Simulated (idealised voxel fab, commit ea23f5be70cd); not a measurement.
Herein follows the process module entitled voxel gate over fins.
Square cell edge 5 nm, section width 195 nm, ID cut.
In what follows, cross-sections appear as grids of square cells, described through bands that run from the top down, where every band is one or more rows of cells. Band entry format. Leading values: height of top, height of bottom, nm. Remainder: materials in left-to-right order, each with its width in nm. Special words: "full width" on a single material, which then fills the band edge to edge; "air", empty space. Heights are measured from 0, the level below which the as-received wafer is all one material; the lowest band has no bottom and continues downward, written as in "top 0, no bottom". The expression "30..40" gives the width at the extremes of the band, the first number at its top row of cells and the second at its bottom row, with the width changing by equal amounts from each row to the next in between. You'll sometimes find "everything unchanged" written for a step, and that's the way of saying that nowhere in the cross-section did a cell change during that step. Enclosed voids (no open way to top), threshold 8 cells or more, entry "Tabulated closed voids", notation width x height at distance, distance from left edge, nm. Where a step's line continues beyond its settings, the continuation is a remark by the simulator itself on that step. The optional step-line setting "overlay nm" applies to steps with a mask and quantifies how far to the right of its planned location the mask lay, a negative value indicating leftward placement.
## Process steps - plan
1. RECEIVE,material Si
2. CONFORMAL_DEP,material SiN,thk nm 5
3. DIRECTIONAL_DEP,material aC,thk nm 15
4. PATTERN,tone cover,mask id FINS,material resist,width nm 15,pitch nm 60,thk nm 30,overlay nm 0
5. DIRECTIONAL_ETCH,etch materials aC,depth nm 15
6. STRIP,etch materials resist
7. DIRECTIONAL_ETCH,etch materials SiN,depth nm 5
8. DIRECTIONAL_ETCH,etch materials Si,depth nm 30
9. STRIP,etch materials aC
10. FILL_DEP,material SiO2,thk nm 10
11. CMP,height nm 5
12. MASKED_ETCH,tone open,mask id RAIL,width nm 15,etch materials SiO2,depth nm 30,overlay nm 0
13. CONFORMAL_DEP,material TiN,thk nm 5
14. FILL_DEP,material W,thk nm 5
15. CMP,height nm 5
16. SELECTIVE_ETCH,etch materials W Ru TiN,depth nm 20
17. FILL_DEP,material SiO2,thk nm 5
18. CMP,height nm 5
19. SELECTIVE_ETCH,etch materials SiO2,depth nm 15
20. STRIP,etch materials SiN
21. CONFORMAL_DEP,material HfO2,thk nm 5
22. CONFORMAL_DEP,material TiN,thk nm 5
23. CONFORMAL_DEP,material TiAl,thk nm 5
24. CONFORMAL_DEP,material TiN,thk nm 5
25. FILL_DEP,material W,thk nm 15
26. CMP,height nm 30
27. CONFORMAL_DEP,material SiCN,thk nm 10
## Wafer cross-section on receipt, i.e. after step 1
> top 0, no bottom  Si full width
> Tabulated closed voids: none
## Wafer cross-section at module end: first of two, run to plan
> top 40, bottom 30  SiCN full width
> top 30, bottom 20  W full width
> top 20, bottom 15  W=10, then TiN=55, then W=5, then TiN=55, then W=5, then TiN=55, then W=10
> top 15, bottom 10  W=10, then TiN=5, then TiAl=45, then TiN=5, then W=5, then TiN=5, then TiAl=45, then TiN=5, then W=5, then TiN=5, then TiAl=45, then TiN=5, then W=10
> top 10, bottom 5  TiN=15, then TiAl=5, then TiN=35, then TiAl=5, then TiN=15, then TiAl=5, then TiN=35, then TiAl=5, then TiN=15, then TiAl=5, then TiN=35, then TiAl=5, then TiN=15
> top 5, bottom 0  TiAl=20, then TiN=5, then HfO2=25, then TiN=5, then TiAl=25, then TiN=5, then HfO2=25, then TiN=5, then TiAl=25, then TiN=5, then HfO2=25, then TiN=5, then TiAl=20
> top 0, bottom -5  TiN=25, then HfO2=5, then Si=15, then HfO2=5, then TiN=35, then HfO2=5, then Si=15, then HfO2=5, then TiN=35, then HfO2=5, then Si=15, then HfO2=5, then TiN=25
> top -5, bottom -10  HfO2=30, then Si=15, then HfO2=45, then Si=15, then HfO2=45, then Si=15, then HfO2=30
> top -10, bottom -15  SiO2=30, then Si=15, then SiO2=45, then Si=15, then SiO2=45, then Si=15, then SiO2=30
> top -15, bottom -20  SiO2=30, then Si=15, then SiO2=15, then TiN=5, then W=5, then TiN=5, then SiO2=15, then Si=15, then SiO2=45, then Si=15, then SiO2=30
> top -20, bottom -25  SiO2=30, then Si=15, then SiO2=15, then TiN=15, then SiO2=15, then Si=15, then SiO2=45, then Si=15, then SiO2=30
> top -25, bottom -30  SiO2=30, then Si=15, then SiO2=45, then Si=15, then SiO2=45, then Si=15, then SiO2=30
> top -30, no bottom  Si full width
> Tabulated closed voids: none
## Cross-sectional view: second of two wafers, end of module; start and plan identical to the first, one mistake in running
> top 40, bottom 30  SiCN full width
> top 30, bottom 20  W full width
> top 20, bottom 15  W=10, then TiN=55, then W=5, then TiN=55, then W=5, then TiN=55, then W=10
> top 15, bottom 10  W=10, then TiN=5, then TiAl=45, then TiN=5, then W=5, then TiN=5, then TiAl=45, then TiN=5, then W=5, then TiN=5, then TiAl=45, then TiN=5, then W=10
> top 10, bottom 5  TiN=15, then TiAl=5, then TiN=35, then TiAl=5, then TiN=15, then TiAl=5, then TiN=35, then TiAl=5, then TiN=15, then TiAl=5, then TiN=35, then TiAl=5, then TiN=15
> top 5, bottom 0  TiAl=20, then TiN=5, then HfO2=25, then TiN=5, then TiAl=25, then TiN=5, then HfO2=25, then TiN=5, then TiAl=25, then TiN=5, then HfO2=25, then TiN=5, then TiAl=20
> top 0, bottom -5  TiN=25, then HfO2=5, then Si=15, then HfO2=5, then TiN=35, then HfO2=5, then Si=15, then HfO2=5, then TiN=35, then HfO2=5, then Si=15, then HfO2=5, then TiN=25
> top -5, bottom -10  HfO2=30, then Si=15, then HfO2=45, then Si=15, then HfO2=45, then Si=15, then HfO2=30
> top -10, bottom -15  SiO2=30, then Si=15, then SiO2=45, then Si=15, then SiO2=45, then Si=15, then SiO2=30
> top -15, bottom -20  SiO2=30, then Si=15, then SiO2=15, then TiN=5, then W=5, then TiN=5, then SiO2=15, then Si=15, then SiO2=45, then Si=15, then SiO2=30
> top -20, bottom -25  SiO2=30, then Si=15, then SiO2=15, then TiN=15, then SiO2=15, then Si=15, then SiO2=45, then Si=15, then SiO2=30
> top -25, bottom -60  SiO2=30, then Si=15, then SiO2=45, then Si=15, then SiO2=45, then Si=15, then SiO2=30
> top -60, no bottom  Si full width
> Tabulated closed voids: none
The mistake made against the process plan was this: step 8 from the plan got run twice
Counted in cells at the end, the second wafer holds more or fewer of these materials than the first: -180 Si; +180 SiO2
